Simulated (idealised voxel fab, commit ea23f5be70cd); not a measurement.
process module | voxel self aligned contacts
cross-section cut | 205 nm wide | cells 5 nm
A cross-section is a grid of square cells, given in bands from the top down. A band is one or more rows of cells.
Each band's line starts with the height of the band's top and of its bottom, in nm. Then come its materials from left to right, each with its width in nm. One material with "throughout" fills the band from edge to edge. "air" is empty space.
Height 0 is the level under which the wafer as received is all one material. The lowest band goes on downwards, as in "0 down".
A width such as "30 to 40" changes by the same amount from each row of cells to the next, from the band's top row to its bottom row.
"no change" after a step means that no cell of the cross-section changed.
closed voids: empty space of 8 cells or more with no open way to the top, each as width x height at its distance from the left edge, in nm
after a step's settings: what the simulator itself notes on the step
overlay nm, on a step with a mask: how far to the right of its planned place the mask lay; to the left if negative
plan
1 op RECEIVE | material Si
2 op OXIDIZE | depth nm 5
3 op DIRECTIONAL_DEP | material polySi | thk nm 20
4 op DIRECTIONAL_DEP | material SiN | thk nm 15
5 op DIRECTIONAL_DEP | material aC | thk nm 10
6 op PATTERN | tone cover | mask id GATE | material resist | width nm 20 | pitch nm 55 | thk nm 25 | overlay nm 0
7 op DIRECTIONAL_ETCH | etch materials aC | depth nm 10
8 op STRIP | etch materials resist
9 op DIRECTIONAL_ETCH | etch materials SiN | depth nm 15
10 op DIRECTIONAL_ETCH | etch materials polySi | depth nm 20
11 op STRIP | etch materials aC
12 op CONFORMAL_DEP | material SiN | thk nm 5
13 op DIRECTIONAL_ETCH | etch materials SiN | depth nm 5
14 op FILL_DEP | material SiO2 | thk nm 15
15 op CMP | height nm 40
16 op DIRECTIONAL_DEP | material aC | thk nm 10
17 op PATTERN | tone open | mask id CONTACT | material resist | width nm 35 | pitch nm 55 | thk nm 30 | overlay nm 0
18 op DIRECTIONAL_ETCH | etch materials aC | depth nm 10
19 op STRIP | etch materials resist
20 op DIRECTIONAL_ETCH | etch materials SiO2 | depth nm 45
21 op STRIP | etch materials aC
22 op CONFORMAL_DEP | material TiN | thk nm 5
23 op FILL_DEP | material Ru | thk nm 10
24 op CMP | height nm 40
25 op CONFORMAL_DEP | material SiN | thk nm 5
varied across the wafers: width nm of step 6. The plan shows the first wafer's value. All wafers start alike
first wafer as received, after step 1
  0 down: Si throughout
  closed voids: none
first wafer at the end, after step 25
  45 to 40: SiN throughout
  40 to 35: SiO2 55 | TiN 10 | Ru 15 | TiN 10 | SiO2 20 | TiN 10 | Ru 15 | TiN 10 | SiO2 60
  35 to 20: SiO2 30 | SiN 30 | TiN 5 | Ru 15 | TiN 5 | SiN 30 | TiN 5 | Ru 15 | TiN 5 | SiN 30 | SiO2 35
  20 to 0: SiO2 30 | SiN 5 | polySi 20 | SiN 5 | TiN 5 | Ru 15 | TiN 5 | SiN 5 | polySi 20 | SiN 5 | TiN 5 | Ru 15 | TiN 5 | SiN 5 | polySi 20 | SiN 5 | SiO2 35
  0 to -5: SiO2 60 | TiN 25 | SiO2 30 | TiN 25 | SiO2 65
  -5 down: Si throughout
  closed voids: none
last wafer at the end
  45 to 40: SiN throughout
  40 to 35: SiO2 55 | TiN 35 | SiO2 20 | TiN 35 | SiO2 60
  35 to 20: SiO2 20 | SiN 50 | TiN 5 | SiN 50 | TiN 5 | SiN 50 | SiO2 25
  20 to 0: SiO2 20 | SiN 5 | polySi 40 | SiN 5 | TiN 5 | SiN 5 | polySi 40 | SiN 5 | TiN 5 | SiN 5 | polySi 40 | SiN 5 | SiO2 25
  0 to -5: SiO2 70 | TiN 5 | SiO2 50 | TiN 5 | SiO2 75
  -5 down: Si throughout
  closed voids: none
each wafer at the end: cells of each material gained (+) or lost (-) since it was received, then its closed voids
width nm 20 | +48 Ru | -41 Si | +119 SiN | +149 SiO2 | +46 TiN | +48 polySi | closed voids: none
width nm 25 | +32 Ru | -41 Si | +128 SiN | +144 SiO2 | +46 TiN | +60 polySi | closed voids: none
width nm 30 | +16 Ru | -41 Si | +137 SiN | +139 SiO2 | +46 TiN | +72 polySi | closed voids: none
width nm 35 | -41 Si | +146 SiN | +134 SiO2 | +46 TiN | +84 polySi | closed voids: none
width nm 40 | -41 Si | +155 SiN | +129 SiO2 | +30 TiN | +96 polySi | closed voids: none
